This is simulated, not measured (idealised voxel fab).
Proc. module: voxel lift off
It is cross-section cut that appears here, measuring 300 nm in width, its square cells being 5 nm in size.
Just so we're on the same page, the cross-sections are grids of square cells, and they're listed out in bands top to bottom, each band one or more rows deep. First you get the band's top height and its bottom height, in nm, and then the materials it's made of, left to right, with each width in nm. If you see a single material with "full width", that one covers the band edge to edge. "empty" is empty space. Heads up on the height convention: 0 is the point under which the incoming wafer is all one material, and the lowest band has no bottom, it just keeps going down, like "from 0 down". It should be noted that a width expressed as "30->40" varies in equal increments from row to row of cells within the band, taking the value of the first number at the top row and that of the second number at the bottom row. For the purposes of this document, the phrase "nothing got changed" attached to a step denotes that no cell within the cross-section was modified by that step. For the entry "Fully enclosed voids", the listed items are empty spaces with no open way to the top whose size is 8 cells or more; each item follows the pattern width x height at distance, where distance is from the left edge and all three are in nm. Post-settings text on a step line: simulator's own remark regarding the step. overlay nm: on a step with a mask, how far right of its planned place the mask lay; negative means left.
Steps planned for the process:
1) RECEIVE: material Si
2) CONFORMAL_DEP: material SiN, thk nm 10
3) PATTERN: tone open, mask id LINES, material resist, width nm 25, pitch nm 50, thk nm 20, overlay nm 0
4) DIRECTIONAL_DEP: material Ru, thk nm 10
5) STRIP: etch materials resist
6) CONFORMAL_DEP: material SiN, thk nm 5
Step 1 complete: cross-section of the wafer as received:
from 0 down | Si full width
Fully enclosed voids: none
Wafer at module end, in section. Began as above, planned as above, run with one mistake:
from 25 to 20 | 100 nm empty / 45 nm SiN / 5 nm empty / 45 nm SiN / 105 nm empty
from 20 to 15 | 100 nm empty / 5 nm SiN / 35 nm Ru / 5 nm SiN / 5 nm empty / 5 nm SiN / 35 nm Ru / 5 nm SiN / 105 nm empty
from 15 to 10 | 105 nm SiN / 35 nm Ru / 15 nm SiN / 35 nm Ru / 110 nm SiN
from 10 to 0 | SiN full width
from 0 down | Si full width
Fully enclosed voids: none
Finding, execution versus plan: step 3 was run on a setting that differed from the plan, and what really ran there is PATTERN: tone open, mask id LINES, material resist, width nm 35, pitch nm 50, thk nm 20, overlay nm 0
